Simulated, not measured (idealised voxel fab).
The process module that follows is named voxel self aligned contacts.
Section shown: cut. Width: 210 nm. Cell size: 5 nm, square.
Cross-section spec: square-cell grid; bands listed top down; each band is one or more rows. The band entry comprises the height of the band's top followed by the height of its bottom, expressed in nm, and subsequently the band's materials from left to right, each stated together with its width in nm. Where a single material is marked with the word "full width", that material fills the band from edge to edge. The word "empty" represents empty space. Measure heights from 0. That's the level where, below it, the as-received wafer is all one material. The lowest band is bottomless and extends downward; write it as in "z 0 and below". The expression "30 to 40" gives the width at the extremes of the band, the first number at its top row of cells and the second at its bottom row, with the width changing by equal amounts from each row to the next in between. Step marked "no change"? Then no cell in the cross-section changed in it. "Sealed void list" - sealed voids, min. 8 cells, no opening to top; format: width x height at distance (distance from left edge; nm throughout). Read whatever lies past the settings on a step's line as the simulator's own remark about the step. "overlay nm" denotes, for a step that has a mask, the displacement of the mask to the right of its planned place, with negative values corresponding to the left.

## The planned process steps are enumerated hereunder
| 1 | RECEIVE: material Si |
| 2 | OXIDIZE: depth nm 5 |
| 3 | DIRECTIONAL_DEP: material polySi, thk nm 30 |
| 4 | DIRECTIONAL_DEP: material SiN, thk nm 15 |
| 5 | DIRECTIONAL_DEP: material aC, thk nm 10 |
| 6 | PATTERN: tone cover, mask id GATE, material resist, width nm 25, pitch nm 55, thk nm 25, overlay nm 0 |
| 7 | DIRECTIONAL_ETCH: etch materials aC, depth nm 10 |
| 8 | STRIP: etch materials resist |
| 9 | DIRECTIONAL_ETCH: etch materials SiN, depth nm 15 |
| 10 | DIRECTIONAL_ETCH: etch materials polySi, depth nm 30 |
| 11 | STRIP: etch materials aC |
| 12 | CONFORMAL_DEP: material SiN, thk nm 5 |
| 13 | DIRECTIONAL_ETCH: etch materials SiN, depth nm 5 |
| 14 | FILL_DEP: material SiO2, thk nm 15 |
| 15 | CMP: height nm 55 |
| 16 | PATTERN: tone open, mask id CONTACT, material resist, width nm 40, pitch nm 55, thk nm 20, overlay nm 0 |
| 17 | DIRECTIONAL_ETCH: etch materials SiO2, depth nm 60 |
| 18 | STRIP: etch materials resist |
| 19 | CONFORMAL_DEP: material TiN, thk nm 5 |
| 20 | FILL_DEP: material Ru, thk nm 10 |
| 21 | CMP: height nm 55 |
| 22 | CONFORMAL_DEP: material SiN, thk nm 5 |

## First wafer, two in total, run as planned

## This is the cross-section of the wafer as we received it, i.e. after step 1
  z 0 and below = Si full width
  Sealed void list: none

## Cross-section of the wafer after step 2
  z 0 to -5 = SiO2 full width
  No changes below -5.

## Cross-section of the wafer after step 3
  z 30 to 0 = polySi full width
  No changes below 0.

## Cross-section of the wafer after step 4
  z 45 to 30 = SiN full width
  No changes below 30.

## Cross-section of the wafer after step 5
  z 55 to 45 = aC full width
  No changes below 45.

## Cross-section of the wafer after step 6
  z 80 to 55 = 35 of empty, 25 of resist, 30 of empty, 25 of resist, 30 of empty, 25 of resist, 40 of empty
  No changes below 55.

## Cross-section of the wafer after step 7
  z 70 to 55 = 35 of empty, 25 of resist, 30 of empty, 25 of resist, 30 of empty, 25 of resist, 40 of empty
  z 55 to 45 = 35 of empty, 25 of aC, 30 of empty, 25 of aC, 30 of empty, 25 of aC, 40 of empty
  No changes below 45.

## Cross-section of the wafer after step 8
  z 55 to 45 = 35 of empty, 25 of aC, 30 of empty, 25 of aC, 30 of empty, 25 of aC, 40 of empty
  No changes below 45.

## Cross-section of the wafer after step 9
  z 55 to 45 = 35 of empty, 25 of aC, 30 of empty, 25 of aC, 30 of empty, 25 of aC, 40 of empty
  z 45 to 30 = 35 of empty, 25 of SiN, 30 of empty, 25 of SiN, 30 of empty, 25 of SiN, 40 of empty
  No changes below 30.

## Cross-section of the wafer after step 10
  z 55 to 45 = 35 of empty, 25 of aC, 30 of empty, 25 of aC, 30 of empty, 25 of aC, 40 of empty
  z 45 to 30 = 35 of empty, 25 of SiN, 30 of empty, 25 of SiN, 30 of empty, 25 of SiN, 40 of empty
  z 30 to 0 = 35 of empty, 25 of polySi, 30 of empty, 25 of polySi, 30 of empty, 25 of polySi, 40 of empty
  No changes below 0.

## Cross-section of the wafer after step 11
  z 45 to 30 = 35 of empty, 25 of SiN, 30 of empty, 25 of SiN, 30 of empty, 25 of SiN, 40 of empty
  No changes below 30.

## Cross-section of the wafer after step 12
  z 50 to 30 = 30 of empty, 35 of SiN, 20 of empty, 35 of SiN, 20 of empty, 35 of SiN, 35 of empty
  z 30 to 5 = 30 of empty, 5 of SiN, 25 of polySi, 5 of SiN, 20 of empty, 5 of SiN, 25 of polySi, 5 of SiN, 20 of empty, 5 of SiN, 25 of polySi, 5 of SiN, 35 of empty
  z 5 to 0 = 35 of SiN, 25 of polySi, 30 of SiN, 25 of polySi, 30 of SiN, 25 of polySi, 40 of SiN
  No changes below 0.

## Cross-section of the wafer after step 13
  z 45 to 30 = 30 of empty, 35 of SiN, 20 of empty, 35 of SiN, 20 of empty, 35 of SiN, 35 of empty
  z 30 to 0 = 30 of empty, 5 of SiN, 25 of polySi, 5 of SiN, 20 of empty, 5 of SiN, 25 of polySi, 5 of SiN, 20 of empty, 5 of SiN, 25 of polySi, 5 of SiN, 35 of empty
  No changes below 0.

## Cross-section of the wafer after step 14
  z 60 to 45 = SiO2 full width
  z 45 to 30 = 30 of SiO2, 35 of SiN, 20 of SiO2, 35 of SiN, 20 of SiO2, 35 of SiN, 35 of SiO2
  z 30 to 0 = 30 of SiO2, 5 of SiN, 25 of polySi, 5 of SiN, 20 of SiO2, 5 of SiN, 25 of polySi, 5 of SiN, 20 of SiO2, 5 of SiN, 25 of polySi, 5 of SiN, 35 of SiO2
  No changes below 0.

## Cross-section of the wafer after step 15
  z 55 to 45 = SiO2 full width
  No changes below 45.

## Cross-section of the wafer after step 16
  z 75 to 55 = 55 of resist, 40 of empty, 15 of resist, 40 of empty, 60 of resist
  No changes below 55.

## Cross-section of the wafer after step 17
  z 75 to 55 = 55 of resist, 40 of empty, 15 of resist, 40 of empty, 60 of resist
  z 55 to 45 = 55 of SiO2, 40 of empty, 15 of SiO2, 40 of empty, 60 of SiO2
  z 45 to 30 = 30 of SiO2, 35 of SiN, 20 of empty, 35 of SiN, 20 of empty, 35 of SiN, 35 of SiO2
  z 30 to 0 = 30 of SiO2, 5 of SiN, 25 of polySi, 5 of SiN, 20 of empty, 5 of SiN, 25 of polySi, 5 of SiN, 20 of empty, 5 of SiN, 25 of polySi, 5 of SiN, 35 of SiO2
  z 0 to -5 = 65 of SiO2, 20 of empty, 35 of SiO2, 20 of empty, 70 of SiO2
  No changes below -5.

## Cross-section of the wafer after step 18
  z 55 to 45 = 55 of SiO2, 40 of empty, 15 of SiO2, 40 of empty, 60 of SiO2
  No changes below 45.

## Cross-section of the wafer after step 19
  z 60 to 55 = 60 of TiN, 30 of empty, 25 of TiN, 30 of empty, 65 of TiN
  z 55 to 45 = 55 of SiO2, 5 to 15 of TiN, 30 to 10 of empty, 5 to 15 of TiN, 15 of SiO2, 5 to 15 of TiN, 30 to 10 of empty, 5 to 15 of TiN, 60 of SiO2
  z 45 to 30 = 30 of SiO2, 35 of SiN, 5 of TiN, 10 of empty, 5 of TiN, 35 of SiN, 5 of TiN, 10 of empty, 5 of TiN, 35 of SiN, 35 of SiO2
  z 30 to 0 = 30 of SiO2, 5 of SiN, 25 of polySi, 5 of SiN, 5 of TiN, 10 of empty, 5 of TiN, 5 of SiN, 25 of polySi, 5 of SiN, 5 of TiN, 10 of empty, 5 of TiN, 5 of SiN, 25 of polySi, 5 of SiN, 35 of SiO2
  z 0 to -5 = 65 of SiO2, 20 of TiN, 35 of SiO2, 20 of TiN, 70 of SiO2
  No changes below -5.

## Cross-section of the wafer after step 20
  z 70 to 60 = Ru full width
  z 60 to 55 = 60 of TiN, 30 of Ru, 25 of TiN, 30 of Ru, 65 of TiN
  z 55 to 45 = 55 of SiO2, 5 to 15 of TiN, 30 to 10 of Ru, 5 to 15 of TiN, 15 of SiO2, 5 to 15 of TiN, 30 to 10 of Ru, 5 to 15 of TiN, 60 of SiO2
  z 45 to 30 = 30 of SiO2, 35 of SiN, 5 of TiN, 10 of Ru, 5 of TiN, 35 of SiN, 5 of TiN, 10 of Ru, 5 of TiN, 35 of SiN, 35 of SiO2
  z 30 to 0 = 30 of SiO2, 5 of SiN, 25 of polySi, 5 of SiN, 5 of TiN, 10 of Ru, 5 of TiN, 5 of SiN, 25 of polySi, 5 of SiN, 5 of TiN, 10 of Ru, 5 of TiN, 5 of SiN, 25 of polySi, 5 of SiN, 35 of SiO2
  No changes below 0.

## Cross-section of the wafer after step 21
  z 55 to 45 = 55 of SiO2, 5 to 15 of TiN, 30 to 10 of Ru, 5 to 15 of TiN, 15 of SiO2, 5 to 15 of TiN, 30 to 10 of Ru, 5 to 15 of TiN, 60 of SiO2
  No changes below 45.

## Cross-section of the wafer after step 22
  z 60 to 55 = SiN full width
  No changes below 55.

## For the second wafer, take the first wafer's start and plan, then add one mistake made in running it; everything through step 5, that step included, is shared with the first

## Cross-section: second wafer, time at which step 6 was scheduled to end
  z 80 to 55 = 25 of empty, 25 of resist, 30 of empty, 25 of resist, 30 of empty, 25 of resist, 50 of empty
  No changes below 55.

## Cross-section: second wafer, time at which step 7 was scheduled to end
  z 70 to 55 = 25 of empty, 25 of resist, 30 of empty, 25 of resist, 30 of empty, 25 of resist, 50 of empty
  z 55 to 45 = 25 of empty, 25 of aC, 30 of empty, 25 of aC, 30 of empty, 25 of aC, 50 of empty
  No changes below 45.

## Cross-section: second wafer, time at which step 8 was scheduled to end
  z 55 to 45 = 25 of empty, 25 of aC, 30 of empty, 25 of aC, 30 of empty, 25 of aC, 50 of empty
  No changes below 45.

## Cross-section: second wafer, time at which step 9 was scheduled to end
  z 55 to 45 = 25 of empty, 25 of aC, 30 of empty, 25 of aC, 30 of empty, 25 of aC, 50 of empty
  z 45 to 30 = 25 of empty, 25 of SiN, 30 of empty, 25 of SiN, 30 of empty, 25 of SiN, 50 of empty
  No changes below 30.

## Cross-section: second wafer, time at which step 10 was scheduled to end
  z 55 to 45 = 25 of empty, 25 of aC, 30 of empty, 25 of aC, 30 of empty, 25 of aC, 50 of empty
  z 45 to 30 = 25 of empty, 25 of SiN, 30 of empty, 25 of SiN, 30 of empty, 25 of SiN, 50 of empty
  z 30 to 0 = 25 of empty, 25 of polySi, 30 of empty, 25 of polySi, 30 of empty, 25 of polySi, 50 of empty
  No changes below 0.

## Cross-section: second wafer, time at which step 11 was scheduled to end
  z 45 to 30 = 25 of empty, 25 of SiN, 30 of empty, 25 of SiN, 30 of empty, 25 of SiN, 50 of empty
  No changes below 30.

## Cross-section: second wafer, time at which step 12 was scheduled to end
  z 50 to 30 = 20 of empty, 35 of SiN, 20 of empty, 35 of SiN, 20 of empty, 35 of SiN, 45 of empty
  z 30 to 5 = 20 of empty, 5 of SiN, 25 of polySi, 5 of SiN, 20 of empty, 5 of SiN, 25 of polySi, 5 of SiN, 20 of empty, 5 of SiN, 25 of polySi, 5 of SiN, 45 of empty
  z 5 to 0 = 25 of SiN, 25 of polySi, 30 of SiN, 25 of polySi, 30 of SiN, 25 of polySi, 50 of SiN
  No changes below 0.

## Cross-section: second wafer, time at which step 13 was scheduled to end
  z 45 to 30 = 20 of empty, 35 of SiN, 20 of empty, 35 of SiN, 20 of empty, 35 of SiN, 45 of empty
  z 30 to 0 = 20 of empty, 5 of SiN, 25 of polySi, 5 of SiN, 20 of empty, 5 of SiN, 25 of polySi, 5 of SiN, 20 of empty, 5 of SiN, 25 of polySi, 5 of SiN, 45 of empty
  No changes below 0.

## Cross-section: second wafer, time at which step 14 was scheduled to end
  z 60 to 45 = SiO2 full width
  z 45 to 30 = 20 of SiO2, 35 of SiN, 20 of SiO2, 35 of SiN, 20 of SiO2, 35 of SiN, 45 of SiO2
  z 30 to 0 = 20 of SiO2, 5 of SiN, 25 of polySi, 5 of SiN, 20 of SiO2, 5 of SiN, 25 of polySi, 5 of SiN, 20 of SiO2, 5 of SiN, 25 of polySi, 5 of SiN, 45 of SiO2
  No changes below 0.

## Cross-section: second wafer, time at which step 15 was scheduled to end
  z 55 to 45 = SiO2 full width
  No changes below 45.

## Cross-section: second wafer, time at which step 16 was scheduled to end
  z 75 to 55 = 55 of resist, 40 of empty, 15 of resist, 40 of empty, 60 of resist
  No changes below 55.

## Cross-section: second wafer, time at which step 17 was scheduled to end
  z 75 to 55 = 55 of resist, 40 of empty, 15 of resist, 40 of empty, 60 of resist
  z 55 to 45 = 55 of SiO2, 40 of empty, 15 of SiO2, 40 of empty, 60 of SiO2
  z 45 to 30 = 20 of SiO2, 35 of SiN, 20 of empty, 35 of SiN, 20 of empty, 35 of SiN, 45 of SiO2
  z 30 to 0 = 20 of SiO2, 5 of SiN, 25 of polySi, 5 of SiN, 20 of empty, 5 of SiN, 25 of polySi, 5 of SiN, 20 of empty, 5 of SiN, 25 of polySi, 5 of SiN, 45 of SiO2
  z 0 to -5 = 55 of SiO2, 20 of empty, 35 of SiO2, 20 of empty, 80 of SiO2
  No changes below -5.

## Cross-section: second wafer, time at which step 18 was scheduled to end
  z 55 to 45 = 55 of SiO2, 40 of empty, 15 of SiO2, 40 of empty, 60 of SiO2
  No changes below 45.

## Cross-section: second wafer, time at which step 19 was scheduled to end
  z 60 to 55 = 60 of TiN, 30 of empty, 25 of TiN, 30 of empty, 65 of TiN
  z 55 to 45 = 55 of SiO2, 5 of TiN, 30 to 10 of empty, 5 to 25 of TiN, 15 of SiO2, 5 of TiN, 30 to 10 of empty, 5 to 25 of TiN, 60 of SiO2
  z 45 to 30 = 20 of SiO2, 35 of SiN, 5 of TiN, 10 of empty, 5 of TiN, 35 of SiN, 5 of TiN, 10 of empty, 5 of TiN, 35 of SiN, 45 of SiO2
  z 30 to 0 = 20 of SiO2, 5 of SiN, 25 of polySi, 5 of SiN, 5 of TiN, 10 of empty, 5 of TiN, 5 of SiN, 25 of polySi, 5 of SiN, 5 of TiN, 10 of empty, 5 of TiN, 5 of SiN, 25 of polySi, 5 of SiN, 45 of SiO2
  z 0 to -5 = 55 of SiO2, 20 of TiN, 35 of SiO2, 20 of TiN, 80 of SiO2
  No changes below -5.

## Cross-section: second wafer, time at which step 20 was scheduled to end
  z 70 to 60 = Ru full width
  z 60 to 55 = 60 of TiN, 30 of Ru, 25 of TiN, 30 of Ru, 65 of TiN
  z 55 to 45 = 55 of SiO2, 5 of TiN, 30 to 10 of Ru, 5 to 25 of TiN, 15 of SiO2, 5 of TiN, 30 to 10 of Ru, 5 to 25 of TiN, 60 of SiO2
  z 45 to 30 = 20 of SiO2, 35 of SiN, 5 of TiN, 10 of Ru, 5 of TiN, 35 of SiN, 5 of TiN, 10 of Ru, 5 of TiN, 35 of SiN, 45 of SiO2
  z 30 to 0 = 20 of SiO2, 5 of SiN, 25 of polySi, 5 of SiN, 5 of TiN, 10 of Ru, 5 of TiN, 5 of SiN, 25 of polySi, 5 of SiN, 5 of TiN, 10 of Ru, 5 of TiN, 5 of SiN, 25 of polySi, 5 of SiN, 45 of SiO2
  No changes below 0.

## Cross-section: second wafer, time at which step 21 was scheduled to end
  z 55 to 45 = 55 of SiO2, 5 of TiN, 30 to 10 of Ru, 5 to 25 of TiN, 15 of SiO2, 5 of TiN, 30 to 10 of Ru, 5 to 25 of TiN, 60 of SiO2
  No changes below 45.

## Cross-section: second wafer, time at which step 22 was scheduled to end
  z 60 to 55 = SiN full width
  No changes below 55.
What was done differently from what was planned? step 6 ran with different settings than intended, the actual operation and settings being PATTERN: tone cover, mask id GATE, material resist, width nm 25, pitch nm 55, thk nm 25, overlay nm -10
The concluding comparison shows that, measured in cells, each material is equally abundant on both wafers, albeit at different positions.
